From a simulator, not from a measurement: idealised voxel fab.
process module | voxel wiring stack
cross-section cut | 245 nm wide | cells 5 nm
A cross-section is a grid of square cells, given in bands from the top down. A band is one or more rows of cells.
Each band's line starts with the height of the band's top and of its bottom, in nm. Then come its materials from left to right, each with its width in nm. One material with "throughout" fills the band from edge to edge. "air" is empty space.
Height 0 is the level under which the wafer as received is all one material. The lowest band goes on downwards, as in "0 down".
A width such as "30 to 40" changes by the same amount from each row of cells to the next, from the band's top row to its bottom row.
"no change" after a step means that no cell of the cross-section changed.
closed voids: empty space of 8 cells or more with no open way to the top, each as width x height at its distance from the left edge, in nm
after a step's settings: what the simulator itself notes on the step
overlay nm, on a step with a mask: how far to the right of its planned place the mask lay; to the left if negative
Each pair below shows a cross-section before one step and the cross-section after it, down to the lowest band that changed. The line under each pair gives the step between them, with its settings. The pairs can come from different runs of this module on the same starting wafer, so a pair continues from the pair above only where its "before" says so.
before
  120 to 90: resist 45 | air 15 | resist 30 | air 15 | resist 30 | air 15 | resist 30 | air 15 | resist 50
  90 to 80: aC 45 | air 15 | resist 10 | aC 20 | air 15 | resist 10 | aC 20 | air 15 | resist 10 | aC 20 | air 15 | resist 10 | aC 40
  80 to 75: lowk 45 | air 15 | resist 10 | lowk 20 | air 15 | resist 10 | lowk 20 | air 15 | resist 10 | lowk 20 | air 15 | resist 10 | lowk 40
  75 to 65: lowk 45 | aC 25 | lowk 20 | aC 25 | lowk 20 | aC 25 | lowk 20 | aC 25 | lowk 40
  65 to 50: lowk throughout
  50 to 45: SiCN throughout
  45 to 40: SiCN 40 | Ru 30 | SiCN 15 | Ru 30 | SiCN 15 | Ru 30 | SiCN 15 | Ru 30 | SiCN 40
  40 to 20: SiO2 45 | TiN 5 | W 10 | TiN 5 | SiO2 25 | TiN 5 | W 10 | TiN 5 | SiO2 25 | TiN 5 | W 10 | TiN 5 | SiO2 25 | TiN 5 | W 10 | TiN 5 | SiO2 45
  20 to 15: SiN 45 | TiN 20 | SiN 25 | TiN 20 | SiN 25 | TiN 20 | SiN 25 | TiN 20 | SiN 45
  15 to 0: SiO2 throughout
  0 down: Si throughout
  closed voids: none
after
  110 to 90: resist 45 | air 15 | resist 30 | air 15 | resist 30 | air 15 | resist 30 | air 15 | resist 50
  90 to 80: aC 45 | air 15 | resist 10 | aC 20 | air 15 | resist 10 | aC 20 | air 15 | resist 10 | aC 20 | air 15 | resist 10 | aC 40
  80 to 75: lowk 45 | air 15 | resist 10 | lowk 20 | air 15 | resist 10 | lowk 20 | air 15 | resist 10 | lowk 20 | air 15 | resist 10 | lowk 40
  75 to 65: lowk 45 | air 15 | aC 10 | lowk 20 | air 15 | aC 10 | lowk 20 | air 15 | aC 10 | lowk 20 | air 15 | aC 10 | lowk 40
  below 65: unchanged
  closed voids: none
the step between: op DIRECTIONAL_ETCH | etch materials aC | depth nm 10
before: the cross-section after the pair above
after
  90 to 80: aC 45 | air 25 | aC 20 | air 25 | aC 20 | air 25 | aC 20 | air 25 | aC 40
  80 to 75: lowk 45 | air 25 | lowk 20 | air 25 | lowk 20 | air 25 | lowk 20 | air 25 | lowk 40
  below 75: unchanged
  closed voids: none
the step between: op STRIP | etch materials resist
before: the cross-section after the pair above
after
  90 to 80: aC 45 | air 25 | aC 20 | air 25 | aC 20 | air 25 | aC 20 | air 25 | aC 40
  80 to 75: lowk 45 | air 25 | lowk 20 | air 25 | lowk 20 | air 25 | lowk 20 | air 25 | lowk 40
  75 to 65: lowk 45 | air 15 | aC 10 | lowk 20 | air 15 | aC 10 | lowk 20 | air 15 | aC 10 | lowk 20 | air 15 | aC 10 | lowk 40
  65 to 50: lowk 45 | air 15 | lowk 30 | air 15 | lowk 30 | air 15 | lowk 30 | air 15 | lowk 50
  below 50: unchanged
  closed voids: none
the step between: op DIRECTIONAL_ETCH | etch materials lowk | depth nm 15
before: the cross-section after the pair above
after
  90 to 80: aC 45 | air 25 | aC 20 | air 25 | aC 20 | air 25 | aC 20 | air 25 | aC 40
  80 to 75: lowk 45 | air 25 | lowk 20 | air 25 | lowk 20 | air 25 | lowk 20 | air 25 | lowk 40
  75 to 65: lowk 45 | air 15 | aC 10 | lowk 20 | air 15 | aC 10 | lowk 20 | air 15 | aC 10 | lowk 20 | air 15 | aC 10 | lowk 40
  65 to 50: lowk 45 | air 15 | lowk 30 | air 15 | lowk 30 | air 15 | lowk 30 | air 15 | lowk 50
  50 to 45: SiCN 45 | air 15 | SiCN 30 | air 15 | SiCN 30 | air 15 | SiCN 30 | air 15 | SiCN 50
  below 45: unchanged
  closed voids: none
the step between: op DIRECTIONAL_ETCH | etch materials SiCN | depth nm 5
before: the cross-section after the pair above
after
  80 to 65: lowk 45 | air 25 | lowk 20 | air 25 | lowk 20 | air 25 | lowk 20 | air 25 | lowk 40
  below 65: unchanged
  closed voids: none
the step between: op STRIP | etch materials aC
before: the cross-section after the pair above
after
  85 to 80: TiN 50 | air 15 | TiN 30 | air 15 | TiN 30 | air 15 | TiN 30 | air 15 | TiN 45
  80 to 70: lowk 45 | TiN 5 | air 15 | TiN 5 | lowk 20 | TiN 5 | air 15 | TiN 5 | lowk 20 | TiN 5 | air 15 | TiN 5 | lowk 20 | TiN 5 | air 15 | TiN 5 | lowk 40
  70 to 65: lowk 45 | TiN 5 | air 5 | TiN 15 | lowk 20 | TiN 5 | air 5 | TiN 15 | lowk 20 | TiN 5 | air 5 | TiN 15 | lowk 20 | TiN 5 | air 5 | TiN 15 | lowk 40
  65 to 50: lowk 45 | TiN 5 | air 5 | TiN 5 | lowk 30 | TiN 5 | air 5 | TiN 5 | lowk 30 | TiN 5 | air 5 | TiN 5 | lowk 30 | TiN 5 | air 5 | TiN 5 | lowk 50
  50 to 45: SiCN 45 | TiN 15 | SiCN 30 | TiN 15 | SiCN 30 | TiN 15 | SiCN 30 | TiN 15 | SiCN 50
  below 45: unchanged
  closed voids: none
the step between: op CONFORMAL_DEP | material TiN | thk nm 5
before: the cross-section after the pair above
after
  90 to 85: Ru throughout
  85 to 80: TiN 50 | Ru 15 | TiN 30 | Ru 15 | TiN 30 | Ru 15 | TiN 30 | Ru 15 | TiN 45
  80 to 70: lowk 45 | TiN 5 | Ru 15 | TiN 5 | lowk 20 | TiN 5 | Ru 15 | TiN 5 | lowk 20 | TiN 5 | Ru 15 | TiN 5 | lowk 20 | TiN 5 | Ru 15 | TiN 5 | lowk 40
  70 to 65: lowk 45 | TiN 5 | Ru 5 | TiN 15 | lowk 20 | TiN 5 | Ru 5 | TiN 15 | lowk 20 | TiN 5 | Ru 5 | TiN 15 | lowk 20 | TiN 5 | Ru 5 | TiN 15 | lowk 40
  65 to 50: lowk 45 | TiN 5 | Ru 5 | TiN 5 | lowk 30 | TiN 5 | Ru 5 | TiN 5 | lowk 30 | TiN 5 | Ru 5 | TiN 5 | lowk 30 | TiN 5 | Ru 5 | TiN 5 | lowk 50
  below 50: unchanged
  closed voids: none
the step between: op FILL_DEP | material Ru | thk nm 5
before: the cross-section after the pair above
after
  80 to 70: lowk 45 | TiN 5 | Ru 15 | TiN 5 | lowk 20 | TiN 5 | Ru 15 | TiN 5 | lowk 20 | TiN 5 | Ru 15 | TiN 5 | lowk 20 | TiN 5 | Ru 15 | TiN 5 | lowk 40
  below 70: unchanged
  closed voids: none
the step between: op CMP | height nm 80
before: the cross-section after the pair above
after
  85 to 80: SiCN throughout
  below 80: unchanged
  closed voids: none
the step between: op CONFORMAL_DEP | material SiCN | thk nm 5
before: the cross-section after the pair above
after
  115 to 85: lowk throughout
  below 85: unchanged
  closed voids: none
the step between: op DIRECTIONAL_DEP | material lowk | thk nm 30
before: the cross-section after the pair above
after
  115 to 85: lowk 45 | air 15 | lowk 30 | air 15 | lowk 30 | air 15 | lowk 30 | air 15 | lowk 50
  below 85: unchanged
  closed voids: none
the step between: op MASKED_ETCH | tone open | mask id METAL_3_HOLES | width nm 15 | pitch nm 45 | etch materials lowk | depth nm 30 | overlay nm 0
before: the cross-section after the pair above
after
  115 to 100: lowk 45 | air 20 | lowk 25 | air 20 | lowk 25 | air 20 | lowk 25 | air 20 | lowk 45
  below 100: unchanged
  closed voids: none
the step between: op MASKED_ETCH | tone open | mask id METAL_3 | width nm 20 | pitch nm 45 | etch materials lowk | depth nm 15 | overlay nm 0
before: the cross-section after the pair above
after
  115 to 100: lowk 45 | air 20 | lowk 25 | air 20 | lowk 25 | air 20 | lowk 25 | air 20 | lowk 45
  100 to 85: lowk 45 | air 15 | lowk 30 | air 15 | lowk 30 | air 15 | lowk 30 | air 15 | lowk 50
  85 to 80: SiCN 45 | air 15 | SiCN 30 | air 15 | SiCN 30 | air 15 | SiCN 30 | air 15 | SiCN 50
  below 80: unchanged
  closed voids: none
the step between: op MASKED_ETCH | tone open | mask id METAL_3 | width nm 20 | pitch nm 45 | etch materials SiCN | depth nm 5 | overlay nm 0
before: the cross-section after the pair above
after
  120 to 115: TiN 50 | air 10 | TiN 35 | air 10 | TiN 35 | air 10 | TiN 35 | air 10 | TiN 50
  115 to 105: lowk 45 | TiN 5 | air 10 | TiN 5 | lowk 25 | TiN 5 | air 10 | TiN 5 | lowk 25 | TiN 5 | air 10 | TiN 5 | lowk 25 | TiN 5 | air 10 | TiN 5 | lowk 45
  105 to 100: lowk 45 | TiN 5 | air 5 | TiN 10 | lowk 25 | TiN 5 | air 5 | TiN 10 | lowk 25 | TiN 5 | air 5 | TiN 10 | lowk 25 | TiN 5 | air 5 | TiN 10 | lowk 45
  100 to 85: lowk 45 | TiN 5 | air 5 | TiN 5 | lowk 30 | TiN 5 | air 5 | TiN 5 | lowk 30 | TiN 5 | air 5 | TiN 5 | lowk 30 | TiN 5 | air 5 | TiN 5 | lowk 50
  85 to 80: SiCN 45 | TiN 15 | SiCN 30 | TiN 15 | SiCN 30 | TiN 15 | SiCN 30 | TiN 15 | SiCN 50
  below 80: unchanged
  closed voids: none
the step between: op CONFORMAL_DEP | material TiN | thk nm 5
before: the cross-section after the pair above
after
  130 to 120: Ru throughout
  120 to 115: TiN 50 | Ru 10 | TiN 35 | Ru 10 | TiN 35 | Ru 10 | TiN 35 | Ru 10 | TiN 50
  115 to 105: lowk 45 | TiN 5 | Ru 10 | TiN 5 | lowk 25 | TiN 5 | Ru 10 | TiN 5 | lowk 25 | TiN 5 | Ru 10 | TiN 5 | lowk 25 | TiN 5 | Ru 10 | TiN 5 | lowk 45
  105 to 100: lowk 45 | TiN 5 | Ru 5 | TiN 10 | lowk 25 | TiN 5 | Ru 5 | TiN 10 | lowk 25 | TiN 5 | Ru 5 | TiN 10 | lowk 25 | TiN 5 | Ru 5 | TiN 10 | lowk 45
  100 to 85: lowk 45 | TiN 5 | Ru 5 | TiN 5 | lowk 30 | TiN 5 | Ru 5 | TiN 5 | lowk 30 | TiN 5 | Ru 5 | TiN 5 | lowk 30 | TiN 5 | Ru 5 | TiN 5 | lowk 50
  below 85: unchanged
  closed voids: none
the step between: op FILL_DEP | material Ru | thk nm 10
before: the cross-section after the pair above
after
  115 to 105: lowk 45 | TiN 5 | Ru 10 | TiN 5 | lowk 25 | TiN 5 | Ru 10 | TiN 5 | lowk 25 | TiN 5 | Ru 10 | TiN 5 | lowk 25 | TiN 5 | Ru 10 | TiN 5 | lowk 45
  below 105: unchanged
  closed voids: none
the step between: op CMP | height nm 115
before: the cross-section after the pair above
after
  120 to 115: SiCN throughout
  below 115: unchanged
  closed voids: none
the step between: op CONFORMAL_DEP | material SiCN | thk nm 5
before: the cross-section after the pair above
after
  155 to 120: SiO2 throughout
  below 120: unchanged
  closed voids: none
the step between: op DIRECTIONAL_DEP | material SiO2 | thk nm 35
before: the cross-section after the pair above
after
  165 to 155: aC throughout
  below 155: unchanged
  closed voids: none
the step between: op DIRECTIONAL_DEP | material aC | thk nm 10
before: the cross-section after the pair above
after
  190 to 165: resist 45 | air 20 | resist 25 | air 20 | resist 25 | air 20 | resist 25 | air 20 | resist 45
  below 165: unchanged
  closed voids: none
the step between: op PATTERN | tone open | mask id METAL_4 | material resist | width nm 20 | pitch nm 45 | thk nm 25 | overlay nm 0
before: the cross-section after the pair above
after
  180 to 165: resist 45 | air 20 | resist 25 | air 20 | resist 25 | air 20 | resist 25 | air 20 | resist 45
  165 to 155: aC 45 | air 20 | aC 25 | air 20 | aC 25 | air 20 | aC 25 | air 20 | aC 45
  below 155: unchanged
  closed voids: none
the step between: op DIRECTIONAL_ETCH | etch materials aC | depth nm 10
before: the cross-section after the pair above
after
  165 to 155: aC 45 | air 20 | aC 25 | air 20 | aC 25 | air 20 | aC 25 | air 20 | aC 45
  below 155: unchanged
  closed voids: none
the step between: op STRIP | etch materials resist
before: the cross-section after the pair above
after
  165 to 155: aC 45 | air 20 | aC 25 | air 20 | aC 25 | air 20 | aC 25 | air 20 | aC 45
  155 to 135: SiO2 45 | air 20 | SiO2 25 | air 20 | SiO2 25 | air 20 | SiO2 25 | air 20 | SiO2 45
  below 135: unchanged
  closed voids: none
the step between: op DIRECTIONAL_ETCH | etch materials SiO2 | depth nm 20
before: the cross-section after the pair above
after
  155 to 135: SiO2 45 | air 20 | SiO2 25 | air 20 | SiO2 25 | air 20 | SiO2 25 | air 20 | SiO2 45
  below 135: unchanged
  closed voids: none
the step between: op STRIP | etch materials aC
before: the cross-section after the pair above
after
  155 to 135: SiO2 45 | air 20 | SiO2 25 | air 20 | SiO2 25 | air 20 | SiO2 25 | air 20 | SiO2 45
  135 to 120: SiO2 45 | air 15 | SiO2 30 | air 15 | SiO2 30 | air 15 | SiO2 30 | air 15 | SiO2 50
  below 120: unchanged
  closed voids: none
the step between: op MASKED_ETCH | tone open | mask id METAL_4_HOLES | width nm 15 | pitch nm 45 | etch materials SiO2 | depth nm 15 | overlay nm 0
before: the cross-section after the pair above
after
  155 to 135: SiO2 45 | air 20 | SiO2 25 | air 20 | SiO2 25 | air 20 | SiO2 25 | air 20 | SiO2 45
  135 to 120: SiO2 45 | air 15 | SiO2 30 | air 15 | SiO2 30 | air 15 | SiO2 30 | air 15 | SiO2 50
  120 to 115: SiCN 45 | air 15 | SiCN 30 | air 15 | SiCN 30 | air 15 | SiCN 30 | air 15 | SiCN 50
  below 115: unchanged
  closed voids: none
the step between: op MASKED_ETCH | tone open | mask id METAL_4_HOLES | width nm 15 | pitch nm 45 | etch materials SiCN | depth nm 5 | overlay nm 0
before: the cross-section after the pair above
after
  160 to 155: TiN 50 | air 10 | TiN 35 | air 10 | TiN 35 | air 10 | TiN 35 | air 10 | TiN 50
  155 to 140: SiO2 45 | TiN 5 | air 10 | TiN 5 | SiO2 25 | TiN 5 | air 10 | TiN 5 | SiO2 25 | TiN 5 | air 10 | TiN 5 | SiO2 25 | TiN 5 | air 10 | TiN 5 | SiO2 45
  140 to 135: SiO2 45 | TiN 5 | air 5 | TiN 10 | SiO2 25 | TiN 5 | air 5 | TiN 10 | SiO2 25 | TiN 5 | air 5 | TiN 10 | SiO2 25 | TiN 5 | air 5 | TiN 10 | SiO2 45
  135 to 120: SiO2 45 | TiN 5 | air 5 | TiN 5 | SiO2 30 | TiN 5 | air 5 | TiN 5 | SiO2 30 | TiN 5 | air 5 | TiN 5 | SiO2 30 | TiN 5 | air 5 | TiN 5 | SiO2 50
  120 to 115: SiCN 45 | TiN 15 | SiCN 30 | TiN 15 | SiCN 30 | TiN 15 | SiCN 30 | TiN 15 | SiCN 50
  below 115: unchanged
  closed voids: none
the step between: op CONFORMAL_DEP | material TiN | thk nm 5
before: the cross-section after the pair above
after
  165 to 160: Cu throughout
  160 to 155: TiN 50 | Cu 10 | TiN 35 | Cu 10 | TiN 35 | Cu 10 | TiN 35 | Cu 10 | TiN 50
  155 to 140: SiO2 45 | TiN 5 | Cu 10 | TiN 5 | SiO2 25 | TiN 5 | Cu 10 | TiN 5 | SiO2 25 | TiN 5 | Cu 10 | TiN 5 | SiO2 25 | TiN 5 | Cu 10 | TiN 5 | SiO2 45
  140 to 135: SiO2 45 | TiN 5 | Cu 5 | TiN 10 | SiO2 25 | TiN 5 | Cu 5 | TiN 10 | SiO2 25 | TiN 5 | Cu 5 | TiN 10 | SiO2 25 | TiN 5 | Cu 5 | TiN 10 | SiO2 45
  135 to 120: SiO2 45 | TiN 5 | Cu 5 | TiN 5 | SiO2 30 | TiN 5 | Cu 5 | TiN 5 | SiO2 30 | TiN 5 | Cu 5 | TiN 5 | SiO2 30 | TiN 5 | Cu 5 | TiN 5 | SiO2 50
  below 120: unchanged
  closed voids: none
the step between: op FILL_DEP | material Cu | thk nm 5
before: the cross-section after the pair above
after
  155 to 140: SiO2 45 | TiN 5 | Cu 10 | TiN 5 | SiO2 25 | TiN 5 | Cu 10 | TiN 5 | SiO2 25 | TiN 5 | Cu 10 | TiN 5 | SiO2 25 | TiN 5 | Cu 10 | TiN 5 | SiO2 45
  below 140: unchanged
  closed voids: none
the step between: op CMP | height nm 155
before: the cross-section after the pair above
after
  160 to 155: SiN throughout
  below 155: unchanged
  closed voids: none
the step between: op CONFORMAL_DEP | material SiN | thk nm 5
before
  90 to 80: aC 45 | air 20 | aC 25 | air 20 | aC 25 | air 20 | aC 25 | air 20 | aC 45
  80 to 75: lowk 45 | air 20 | lowk 25 | air 20 | lowk 25 | air 20 | lowk 25 | air 20 | lowk 45
  75 to 65: lowk 45 | aC 20 | lowk 25 | aC 20 | lowk 25 | aC 20 | lowk 25 | aC 20 | lowk 45
  65 to 50: lowk throughout
  50 to 45: SiCN throughout
  45 to 40: SiCN 40 | Ru 30 | SiCN 15 | Ru 30 | SiCN 15 | Ru 30 | SiCN 15 | Ru 30 | SiCN 40
  40 to 20: SiO2 45 | TiN 5 | W 10 | TiN 5 | SiO2 25 | TiN 5 | W 10 | TiN 5 | SiO2 25 | TiN 5 | W 10 | TiN 5 | SiO2 25 | TiN 5 | W 10 | TiN 5 | SiO2 45
  20 to 15: SiN 45 | TiN 20 | SiN 25 | TiN 20 | SiN 25 | TiN 20 | SiN 25 | TiN 20 | SiN 45
  15 to 0: SiO2 throughout
  0 down: Si throughout
  closed voids: none
after
  120 to 90: resist 35 | air 15 | resist 30 | air 15 | resist 30 | air 15 | resist 30 | air 15 | resist 60
  90 to 80: aC 45 | air 5 | resist 15 | aC 25 | air 5 | resist 15 | aC 25 | air 5 | resist 15 | aC 25 | air 5 | resist 15 | aC 45
  80 to 75: lowk 45 | air 5 | resist 15 | lowk 25 | air 5 | resist 15 | lowk 25 | air 5 | resist 15 | lowk 25 | air 5 | resist 15 | lowk 45
  below 75: unchanged
  closed voids: none
the step between: op PATTERN | tone open | mask id METAL_2_HOLES | material resist | width nm 15 | pitch nm 45 | thk nm 30 | overlay nm -10
before: the cross-section after the pair above
after
  110 to 90: resist 35 | air 15 | resist 30 | air 15 | resist 30 | air 15 | resist 30 | air 15 | resist 60
  90 to 80: aC 35 | air 15 | resist 15 | aC 15 | air 15 | resist 15 | aC 15 | air 15 | resist 15 | aC 15 | air 15 | resist 15 | aC 45
  80 to 75: lowk 45 | air 5 | resist 15 | lowk 25 | air 5 | resist 15 | lowk 25 | air 5 | resist 15 | lowk 25 | air 5 | resist 15 | lowk 45
  75 to 65: lowk 45 | air 5 | aC 15 | lowk 25 | air 5 | aC 15 | lowk 25 | air 5 | aC 15 | lowk 25 | air 5 | aC 15 | lowk 45
  below 65: unchanged
  closed voids: none
the step between: op DIRECTIONAL_ETCH | etch materials aC | depth nm 10
before: the cross-section after the pair above
after
  90 to 80: aC 35 | air 30 | aC 15 | air 30 | aC 15 | air 30 | aC 15 | air 30 | aC 45
  80 to 75: lowk 45 | air 20 | lowk 25 | air 20 | lowk 25 | air 20 | lowk 25 | air 20 | lowk 45
  below 75: unchanged
  closed voids: none
the step between: op STRIP | etch materials resist
before: the cross-section after the pair above
after
  90 to 80: aC 35 | air 30 | aC 15 | air 30 | aC 15 | air 30 | aC 15 | air 30 | aC 45
  80 to 75: lowk 35 | air 30 | lowk 15 | air 30 | lowk 15 | air 30 | lowk 15 | air 30 | lowk 45
  75 to 65: lowk 35 | air 15 | aC 15 | lowk 15 | air 15 | aC 15 | lowk 15 | air 15 | aC 15 | lowk 15 | air 15 | aC 15 | lowk 45
  65 to 50: lowk 45 | air 5 | lowk 40 | air 5 | lowk 40 | air 5 | lowk 40 | air 5 | lowk 60
  below 50: unchanged
  closed voids: none
the step between: op DIRECTIONAL_ETCH | etch materials lowk | depth nm 15
before: the cross-section after the pair above
after
  90 to 80: aC 35 | air 30 | aC 15 | air 30 | aC 15 | air 30 | aC 15 | air 30 | aC 45
  80 to 75: lowk 35 | air 30 | lowk 15 | air 30 | lowk 15 | air 30 | lowk 15 | air 30 | lowk 45
  75 to 65: lowk 35 | air 15 | aC 15 | lowk 15 | air 15 | aC 15 | lowk 15 | air 15 | aC 15 | lowk 15 | air 15 | aC 15 | lowk 45
  65 to 50: lowk 45 | air 5 | lowk 40 | air 5 | lowk 40 | air 5 | lowk 40 | air 5 | lowk 60
  50 to 45: SiCN 45 | air 5 | SiCN 40 | air 5 | SiCN 40 | air 5 | SiCN 40 | air 5 | SiCN 60
  below 45: unchanged
  closed voids: none
the step between: op DIRECTIONAL_ETCH | etch materials SiCN | depth nm 5
before: the cross-section after the pair above
after
  80 to 65: lowk 35 | air 30 | lowk 15 | air 30 | lowk 15 | air 30 | lowk 15 | air 30 | lowk 45
  below 65: unchanged
  closed voids: none
the step between: op STRIP | etch materials aC
before: the cross-section after the pair above
after
  85 to 80: TiN 40 | air 20 | TiN 25 | air 20 | TiN 25 | air 20 | TiN 25 | air 20 | TiN 50
  80 to 70: lowk 35 | TiN 5 | air 20 | TiN 5 | lowk 15 | TiN 5 | air 20 | TiN 5 | lowk 15 | TiN 5 | air 20 | TiN 5 | lowk 15 | TiN 5 | air 20 | TiN 5 | lowk 45
  70 to 65: lowk 35 | TiN 30 | lowk 15 | TiN 30 | lowk 15 | TiN 30 | lowk 15 | TiN 30 | lowk 45
  65 to 50: lowk 45 | TiN 5 | lowk 40 | TiN 5 | lowk 40 | TiN 5 | lowk 40 | TiN 5 | lowk 60
  50 to 45: SiCN 45 | TiN 5 | SiCN 40 | TiN 5 | SiCN 40 | TiN 5 | SiCN 40 | TiN 5 | SiCN 60
  below 45: unchanged
  closed voids: none
the step between: op CONFORMAL_DEP | material TiN | thk nm 5
before: the cross-section after the pair above
after
  90 to 85: Ru throughout
  85 to 80: TiN 40 | Ru 20 | TiN 25 | Ru 20 | TiN 25 | Ru 20 | TiN 25 | Ru 20 | TiN 50
  80 to 70: lowk 35 | TiN 5 | Ru 20 | TiN 5 | lowk 15 | TiN 5 | Ru 20 | TiN 5 | lowk 15 | TiN 5 | Ru 20 | TiN 5 | lowk 15 | TiN 5 | Ru 20 | TiN 5 | lowk 45
  below 70: unchanged
  closed voids: none
the step between: op FILL_DEP | material Ru | thk nm 5
before: the cross-section after the pair above
after
  80 to 70: lowk 35 | TiN 5 | Ru 20 | TiN 5 | lowk 15 | TiN 5 | Ru 20 | TiN 5 | lowk 15 | TiN 5 | Ru 20 | TiN 5 | lowk 15 | TiN 5 | Ru 20 | TiN 5 | lowk 45
  below 70: unchanged
  closed voids: none
the step between: op CMP | height nm 80
before: the cross-section after the pair above
after
  85 to 80: SiCN throughout
  below 80: unchanged
  closed voids: none
the step between: op CONFORMAL_DEP | material SiCN | thk nm 5
before: the cross-section after the pair above
after
  115 to 85: lowk throughout
  below 85: unchanged
  closed voids: none
the step between: op DIRECTIONAL_DEP | material lowk | thk nm 30
before: the cross-section after the pair above
after
  115 to 85: lowk 45 | air 15 | lowk 30 | air 15 | lowk 30 | air 15 | lowk 30 | air 15 | lowk 50
  below 85: unchanged
  closed voids: none
the step between: op MASKED_ETCH | tone open | mask id METAL_3_HOLES | width nm 15 | pitch nm 45 | etch materials lowk | depth nm 30 | overlay nm 0
before: the cross-section after the pair above
after
  115 to 100: lowk 45 | air 20 | lowk 25 | air 20 | lowk 25 | air 20 | lowk 25 | air 20 | lowk 45
  below 100: unchanged
  closed voids: none
the step between: op MASKED_ETCH | tone open | mask id METAL_3 | width nm 20 | pitch nm 45 | etch materials lowk | depth nm 15 | overlay nm 0
before: the cross-section after the pair above
after
  115 to 100: lowk 45 | air 20 | lowk 25 | air 20 | lowk 25 | air 20 | lowk 25 | air 20 | lowk 45
  100 to 85: lowk 45 | air 15 | lowk 30 | air 15 | lowk 30 | air 15 | lowk 30 | air 15 | lowk 50
  85 to 80: SiCN 45 | air 15 | SiCN 30 | air 15 | SiCN 30 | air 15 | SiCN 30 | air 15 | SiCN 50
  below 80: unchanged
  closed voids: none
the step between: op MASKED_ETCH | tone open | mask id METAL_3 | width nm 20 | pitch nm 45 | etch materials SiCN | depth nm 5 | overlay nm 0
before: the cross-section after the pair above
after
  120 to 115: TiN 50 | air 10 | TiN 35 | air 10 | TiN 35 | air 10 | TiN 35 | air 10 | TiN 50
  115 to 105: lowk 45 | TiN 5 | air 10 | TiN 5 | lowk 25 | TiN 5 | air 10 | TiN 5 | lowk 25 | TiN 5 | air 10 | TiN 5 | lowk 25 | TiN 5 | air 10 | TiN 5 | lowk 45
  105 to 100: lowk 45 | TiN 5 | air 5 | TiN 10 | lowk 25 | TiN 5 | air 5 | TiN 10 | lowk 25 | TiN 5 | air 5 | TiN 10 | lowk 25 | TiN 5 | air 5 | TiN 10 | lowk 45
  100 to 85: lowk 45 | TiN 5 | air 5 | TiN 5 | lowk 30 | TiN 5 | air 5 | TiN 5 | lowk 30 | TiN 5 | air 5 | TiN 5 | lowk 30 | TiN 5 | air 5 | TiN 5 | lowk 50
  85 to 80: SiCN 45 | TiN 15 | SiCN 30 | TiN 15 | SiCN 30 | TiN 15 | SiCN 30 | TiN 15 | SiCN 50
  below 80: unchanged
  closed voids: none
the step between: op CONFORMAL_DEP | material TiN | thk nm 5
before: the cross-section after the pair above
after
  130 to 120: Ru throughout
  120 to 115: TiN 50 | Ru 10 | TiN 35 | Ru 10 | TiN 35 | Ru 10 | TiN 35 | Ru 10 | TiN 50
  115 to 105: lowk 45 | TiN 5 | Ru 10 | TiN 5 | lowk 25 | TiN 5 | Ru 10 | TiN 5 | lowk 25 | TiN 5 | Ru 10 | TiN 5 | lowk 25 | TiN 5 | Ru 10 | TiN 5 | lowk 45
  105 to 100: lowk 45 | TiN 5 | Ru 5 | TiN 10 | lowk 25 | TiN 5 | Ru 5 | TiN 10 | lowk 25 | TiN 5 | Ru 5 | TiN 10 | lowk 25 | TiN 5 | Ru 5 | TiN 10 | lowk 45
  100 to 85: lowk 45 | TiN 5 | Ru 5 | TiN 5 | lowk 30 | TiN 5 | Ru 5 | TiN 5 | lowk 30 | TiN 5 | Ru 5 | TiN 5 | lowk 30 | TiN 5 | Ru 5 | TiN 5 | lowk 50
  below 85: unchanged
  closed voids: none
the step between: op FILL_DEP | material Ru | thk nm 10
before: the cross-section after the pair above
after
  115 to 105: lowk 45 | TiN 5 | Ru 10 | TiN 5 | lowk 25 | TiN 5 | Ru 10 | TiN 5 | lowk 25 | TiN 5 | Ru 10 | TiN 5 | lowk 25 | TiN 5 | Ru 10 | TiN 5 | lowk 45
  below 105: unchanged
  closed voids: none
the step between: op CMP | height nm 115
before: the cross-section after the pair above
after
  120 to 115: SiCN throughout
  below 115: unchanged
  closed voids: none
the step between: op CONFORMAL_DEP | material SiCN | thk nm 5
before: the cross-section after the pair above
after
  155 to 120: SiO2 throughout
  below 120: unchanged
  closed voids: none
the step between: op DIRECTIONAL_DEP | material SiO2 | thk nm 35
before: the cross-section after the pair above
after
  165 to 155: aC throughout
  below 155: unchanged
  closed voids: none
the step between: op DIRECTIONAL_DEP | material aC | thk nm 10
before: the cross-section after the pair above
after
  190 to 165: resist 45 | air 20 | resist 25 | air 20 | resist 25 | air 20 | resist 25 | air 20 | resist 45
  below 165: unchanged
  closed voids: none
the step between: op PATTERN | tone open | mask id METAL_4 | material resist | width nm 20 | pitch nm 45 | thk nm 25 | overlay nm 0
before: the cross-section after the pair above
after
  180 to 165: resist 45 | air 20 | resist 25 | air 20 | resist 25 | air 20 | resist 25 | air 20 | resist 45
  165 to 155: aC 45 | air 20 | aC 25 | air 20 | aC 25 | air 20 | aC 25 | air 20 | aC 45
  below 155: unchanged
  closed voids: none
the step between: op DIRECTIONAL_ETCH | etch materials aC | depth nm 10
before: the cross-section after the pair above
after
  165 to 155: aC 45 | air 20 | aC 25 | air 20 | aC 25 | air 20 | aC 25 | air 20 | aC 45
  below 155: unchanged
  closed voids: none
the step between: op STRIP | etch materials resist
before: the cross-section after the pair above
after
  165 to 155: aC 45 | air 20 | aC 25 | air 20 | aC 25 | air 20 | aC 25 | air 20 | aC 45
  155 to 135: SiO2 45 | air 20 | SiO2 25 | air 20 | SiO2 25 | air 20 | SiO2 25 | air 20 | SiO2 45
  below 135: unchanged
  closed voids: none
the step between: op DIRECTIONAL_ETCH | etch materials SiO2 | depth nm 20
before: the cross-section after the pair above
after
  155 to 135: SiO2 45 | air 20 | SiO2 25 | air 20 | SiO2 25 | air 20 | SiO2 25 | air 20 | SiO2 45
  below 135: unchanged
  closed voids: none
the step between: op STRIP | etch materials aC
before: the cross-section after the pair above
after
  155 to 135: SiO2 45 | air 20 | SiO2 25 | air 20 | SiO2 25 | air 20 | SiO2 25 | air 20 | SiO2 45
  135 to 120: SiO2 45 | air 15 | SiO2 30 | air 15 | SiO2 30 | air 15 | SiO2 30 | air 15 | SiO2 50
  below 120: unchanged
  closed voids: none
the step between: op MASKED_ETCH | tone open | mask id METAL_4_HOLES | width nm 15 | pitch nm 45 | etch materials SiO2 | depth nm 15 | overlay nm 0
before: the cross-section after the pair above
after
  155 to 135: SiO2 45 | air 20 | SiO2 25 | air 20 | SiO2 25 | air 20 | SiO2 25 | air 20 | SiO2 45
  135 to 120: SiO2 45 | air 15 | SiO2 30 | air 15 | SiO2 30 | air 15 | SiO2 30 | air 15 | SiO2 50
  120 to 115: SiCN 45 | air 15 | SiCN 30 | air 15 | SiCN 30 | air 15 | SiCN 30 | air 15 | SiCN 50
  below 115: unchanged
  closed voids: none
the step between: op MASKED_ETCH | tone open | mask id METAL_4_HOLES | width nm 15 | pitch nm 45 | etch materials SiCN | depth nm 5 | overlay nm 0
